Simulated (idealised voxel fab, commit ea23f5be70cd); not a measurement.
Process module name: voxel fin reveal
It is cross-section cut that appears here, measuring 200 nm in width, its square cells being 5 nm in size.
Just so we're on the same page, the cross-sections are grids of square cells, and they're listed out in bands top to bottom, each band one or more rows deep.
Read a band's entry like this: the first values are the height of its top and the height of its bottom in nm, and what follows is the sequence of materials from left to right, each with its width in nm. Note that "air" is empty space, and that a single material marked "full width" reaches across the band from edge to edge.
Note: height 0 marks the level under which the wafer is uniformly one material as received. Lowest band unbounded below, written "from 0 down".
A width given as "30->40" starts at the first number in the band's top row and ends at the second number in its bottom row, shifting by an equal amount at every step from row to row.
What does "remained the same" mean for a step? It means no cell of the cross-section changed in that step.
Enclosed voids (no open way to top), threshold 8 cells or more, entry "Non-vented voids", notation width x height at distance, distance from left edge, nm.
after a step's settings: what the simulator itself notes on the step
A step's line can hold "overlay nm"; with a mask on that step, the setting says how far right of the planned place the mask lay, while a negative setting says it lay to the left.
This section lists the process steps that were planned
1,RECEIVE | material Si
2,CONFORMAL_DEP | material SiN | thk nm 5
3,MASKED_ETCH | tone cover | mask id FINS | width nm 15 | pitch nm 40 | etch materials SiN | depth nm 5 | overlay nm 0
4,MASKED_ETCH | tone cover | mask id FINS | width nm 15 | pitch nm 40 | etch materials Si | depth nm 40 | overlay nm 0
5,OXIDIZE | depth nm 5
6,FILL_DEP | material SiO2 | thk nm 5
7,CMP | height nm 5
8,SELECTIVE_ETCH | etch materials SiO2 | depth nm 20
9,STRIP | etch materials SiN
Step 1 complete: cross-section of the wafer as received
> from 0 down  Si full width
> Non-vented voids: none
The following cross-section depicts the wafer upon conclusion of the module. Processing commenced from the starting condition illustrated above and adhered to the plan illustrated above, save for one mistake in execution
> from 0 to -5  55 of air, 5 of Si, 35 of air, 5 of Si, 35 of air, 5 of Si, 60 of air
> from -5 to -45  55 of SiO2, 5 of Si, 35 of SiO2, 5 of Si, 35 of SiO2, 5 of Si, 60 of SiO2
> from -45 down  Si full width
> Non-vented voids: none
Nonconformance to the process plan: the process deviated at step 8: the operation and settings actually run there were SELECTIVE_ETCH | etch materials SiO2 | depth nm 10
